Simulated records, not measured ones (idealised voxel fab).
Process module, titled voxel plated lines
This is section cut - it's 265 nm across, gridded in 5 nm square cells.
Notation: cross-section as square-cell grid; stated in bands, top first, going down; one or more cell rows per band. Heads up on the band format: heights come first, top then bottom, in nm. After that it's the materials left to right, each with its width in nm. A single material flagged "all across" fills the whole band edge to edge, and "empty" means there's empty space there. Zero point of the height axis is 0; under it, received wafer = one material. Lowest band: continues down indefinitely, "0 and below". So if you see something like "30->40" for the width, read it as the top row of the band sitting at the first number and the bottom row at the second, with every row in between moving by the same amount as the last. You'll sometimes find "nothing altered" written for a step, and that's the way of saying that nowhere in the cross-section did a cell change during that step. This entry, "Closed void roster", enumerates those empty regions of no fewer than 8 cells that possess no open connection to the top. Each region is reported in the form width x height at distance, the distance being taken from the left edge, with all three quantities expressed in nm. Formally, on a step line, whatever follows the settings is a remark that the simulator itself makes on the step. The setting "overlay nm" may be written on the line of a step. When the step uses a mask, the value reports how far to the right of the planned place the mask lay, and a negative value reports that it lay to the left.

-- Here's what the planned process steps look like
1,RECEIVE with material Si
2,CONFORMAL_DEP with material SiO2, thk nm 5
3,DIRECTIONAL_DEP with material TiN, thk nm 5
4,PATTERN with tone open, mask id LINES, material resist, width nm 30, pitch nm 60, thk nm 30, overlay nm 0
5,EPI with material Ru, thk nm 10
6,EPI with material Ru, thk nm 10
7,STRIP with etch materials resist
8,DIRECTIONAL_ETCH with etch materials TiN, depth nm 5
9,CONFORMAL_DEP with material SiO2, thk nm 10

-- Received-state cross-section, reflecting completion of step 1
0 and below  Si all across
Closed void roster: none

-- Here's the cross-section of the first of our two wafers at the end of the module - it ran as planned
40 down to 30  75 of empty; 50 of SiO2; 10 of empty; 50 of SiO2; 80 of empty
30 down to 15  75 of empty; 10 of SiO2; 30 of Ru; 10 of SiO2; 10 of empty; 10 of SiO2; 30 of Ru; 10 of SiO2; 80 of empty
15 down to 10  85 of SiO2; 30 of Ru; 30 of SiO2; 30 of Ru; 90 of SiO2
10 down to 5  85 of SiO2; 30 of TiN; 30 of SiO2; 30 of TiN; 90 of SiO2
5 down to 0  SiO2 all across
0 and below  Si all across
Closed void roster: none

-- Wafer two cross-section, module end. Start and plan unchanged from wafer one; one mistake made during the run
40 down to 30  80 of empty; 40 of SiO2; 20 of empty; 40 of SiO2; 85 of empty
30 down to 15  80 of empty; 10 of SiO2; 20 of Ru; 10 of SiO2; 20 of empty; 10 of SiO2; 20 of Ru; 10 of SiO2; 85 of empty
15 down to 10  90 of SiO2; 20 of Ru; 40 of SiO2; 20 of Ru; 95 of SiO2
10 down to 5  90 of SiO2; 20 of TiN; 40 of SiO2; 20 of TiN; 95 of SiO2
5 down to 0  SiO2 all across
0 and below  Si all across
Closed void roster: none
Processing error: the process deviated at step 4: the operation and settings actually run there were PATTERN with tone open, mask id LINES, material resist, width nm 20, pitch nm 60, thk nm 30, overlay nm 0
Final difference in cells, second wafer against first, listed per material as more or fewer: Ru: 16 fewer, TiN: 4 fewer
